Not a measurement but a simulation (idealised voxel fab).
The document below concerns the process module designated voxel capacitor over wiring.
Xsec cut, 265 nm wide, square cell size 5 nm.
Heads up, the way a cross-section reads in here is a grid of square cells, handed over as bands from the top down, with every band being one or more rows of cells. Each band's line starts with the height of the band's top and of its bottom, in nm. Then come its materials from left to right, each with its width in nm. One material with "edge to edge" fills the band from edge to edge. "empty" is empty space. Height reference: 0 = level under which incoming wafer is all one material. Lowest band: no bottom, runs on downward, e.g. "0..down". Graded width ("30..40"): value in top row of band = first number; value in bottom row = second number; row-to-row change constant. Basically "same as before" means that step didn't change any cell in the cross-section. So "Internal closed voids" is basically the list of trapped voids: any empty space of 8 cells or more that can't reach the top through an opening. They're written width x height at distance, the distance being from the left edge, and it's all nm. On each step's line, the part that comes after the settings is the simulator's own comment on the step. "overlay nm" on a masked step: distance the mask lay right of its planned place, negative for left.
The following list gives the planned process steps
- 1: RECEIVE (material Si)
- 2: CONFORMAL_DEP (material SiO2; thk nm 15)
- 3: DIRECTIONAL_DEP (material TiN; thk nm 5)
- 4: DIRECTIONAL_DEP (material W; thk nm 15)
- 5: DIRECTIONAL_DEP (material aC; thk nm 10)
- 6: PATTERN (tone cover; mask id METAL_1; material resist; width nm 25; pitch nm 90; thk nm 25; overlay nm 0)
- 7: DIRECTIONAL_ETCH (etch materials aC; depth nm 10)
- 8: STRIP (etch materials resist)
- 9: DIRECTIONAL_ETCH (etch materials W; depth nm 15)
- 10: DIRECTIONAL_ETCH (etch materials TiN; depth nm 5)
- 11: STRIP (etch materials aC)
- 12: CONFORMAL_DEP (material SiN; thk nm 5)
- 13: FILL_DEP (material SiO2; thk nm 5)
- 14: CMP (height nm 35)
- 15: CONFORMAL_DEP (material SiCN; thk nm 5)
- 16: DIRECTIONAL_DEP (material lowk; thk nm 10)
- 17: MASKED_ETCH (tone open; mask id PLUG_1; width nm 15; etch materials lowk; depth nm 10; overlay nm 0)
- 18: MASKED_ETCH (tone open; mask id PLUG_1; width nm 15; etch materials SiCN; depth nm 5; overlay nm -15)
- 19: CONFORMAL_DEP (material TiN; thk nm 5)
- 20: FILL_DEP (material Cu; thk nm 5)
- 21: CMP (height nm 50)
- 22: DIRECTIONAL_DEP (material TiN; thk nm 10)
- 23: DIRECTIONAL_DEP (material SiN; thk nm 5)
- 24: DIRECTIONAL_DEP (material TiN; thk nm 10)
- 25: MASKED_ETCH (tone cover; mask id UPPER_PLATE; width nm 70; etch materials TiN; depth nm 10; overlay nm 0)
- 26: MASKED_ETCH (tone cover; mask id UPPER_PLATE; width nm 70; etch materials SiN; depth nm 5; overlay nm 0)
- 27: DIRECTIONAL_DEP (material aC; thk nm 10)
- 28: PATTERN (tone cover; mask id LOWER_PLATE; material resist; width nm 80; thk nm 30; overlay nm 0)
- 29: DIRECTIONAL_ETCH (etch materials aC; depth nm 10)
- 30: STRIP (etch materials resist)
- 31: DIRECTIONAL_ETCH (etch materials TiN; depth nm 10)
- 32: STRIP (etch materials aC)
- 33: FILL_DEP (material SiO2; thk nm 15)
- 34: CMP (height nm 85)
- 35: PATTERN (tone open; mask id PLUG_2; material resist; width nm 15; thk nm 15; overlay nm 0)
- 36: DIRECTIONAL_ETCH (etch materials SiO2; depth nm 10)
- 37: STRIP (etch materials resist)
- 38: CONFORMAL_DEP (material TiN; thk nm 5)
- 39: FILL_DEP (material W; thk nm 5)
- 40: CMP (height nm 85)
- 41: CONFORMAL_DEP (material SiCN; thk nm 5)
Heads up: all these wafers start the same, and what changes between them is the overlay nm in step 18. The value you see in the plan is just what the first wafer got.
Cross-section: the first of several wafers in its as-received state, i.e. following step 1
    0..down | Si edge to edge
    Internal closed voids: none
First of several wafers: cross-section at the end of the module, after step 41, its last step
    90..85 | SiCN edge to edge
    85..80 | SiO2: 95 | TiN: 5 | W: 5 | TiN: 5 | SiO2: 155
    80..75 | SiO2: 95 | TiN: 15 | SiO2: 155
    75..65 | SiO2: 85 | TiN: 70 | SiO2: 110
    65..60 | SiO2: 85 | SiN: 70 | SiO2: 110
    60..50 | SiO2: 80 | TiN: 80 | SiO2: 105
    50..45 | lowk: 85 | TiN: 5 | Cu: 5 | TiN: 5 | lowk: 165
    45..40 | lowk: 85 | TiN: 15 | lowk: 165
    40..35 | SiCN edge to edge
    35..20 | SiO2: 70 | SiN: 5 | W: 25 | SiN: 5 | SiO2: 55 | SiN: 5 | W: 25 | SiN: 5 | SiO2: 70
    20..15 | SiN: 75 | TiN: 25 | SiN: 65 | TiN: 25 | SiN: 75
    15..0 | SiO2 edge to edge
    0..down | Si edge to edge
    Internal closed voids: none
Cross-section at module completion, last wafer
    90..85 | SiCN edge to edge
    85..80 | SiO2: 95 | TiN: 5 | W: 5 | TiN: 5 | SiO2: 155
    80..75 | SiO2: 95 | TiN: 15 | SiO2: 155
    75..65 | SiO2: 85 | TiN: 70 | SiO2: 110
    65..60 | SiO2: 85 | SiN: 70 | SiO2: 110
    60..50 | SiO2: 80 | TiN: 80 | SiO2: 105
    50..45 | lowk: 85 | TiN: 5 | Cu: 5 | TiN: 5 | lowk: 165
    45..40 | lowk: 85 | TiN: 15 | lowk: 165
    40..35 | SiCN edge to edge
    35..20 | SiO2: 70 | SiN: 5 | W: 25 | SiN: 5 | SiO2: 55 | SiN: 5 | W: 25 | SiN: 5 | SiO2: 70
    20..15 | SiN: 75 | TiN: 25 | SiN: 65 | TiN: 25 | SiN: 75
    15..0 | SiO2 edge to edge
    0..down | Si edge to edge
    Internal closed voids: none
Heads up, this table goes wafer by wafer. A row tells you, at the end of the module, how many cells of each material that wafer has put on (+) or dropped (-) since it was received, and then its closed voids
overlay nm -15; +1 Cu; +106 SiCN; +69 SiN; +567 SiO2; +80 TiN; +31 W; +100 lowk; Internal closed voids: none
overlay nm -10; +1 Cu; +105 SiCN; +69 SiN; +567 SiO2; +81 TiN; +31 W; +100 lowk; Internal closed voids: none
overlay nm -5; +1 Cu; +104 SiCN; +69 SiN; +567 SiO2; +82 TiN; +31 W; +100 lowk; Internal closed voids: none
overlay nm 0; +2 Cu; +103 SiCN; +69 SiN; +567 SiO2; +82 TiN; +31 W; +100 lowk; Internal closed voids: none
overlay nm 5; +1 Cu; +104 SiCN; +69 SiN; +567 SiO2; +82 TiN; +31 W; +100 lowk; Internal closed voids: none
overlay nm 10; +1 Cu; +105 SiCN; +69 SiN; +567 SiO2; +81 TiN; +31 W; +100 lowk; Internal closed voids: none
overlay nm 15; +1 Cu; +106 SiCN; +69 SiN; +567 SiO2; +80 TiN; +31 W; +100 lowk; Internal closed voids: none
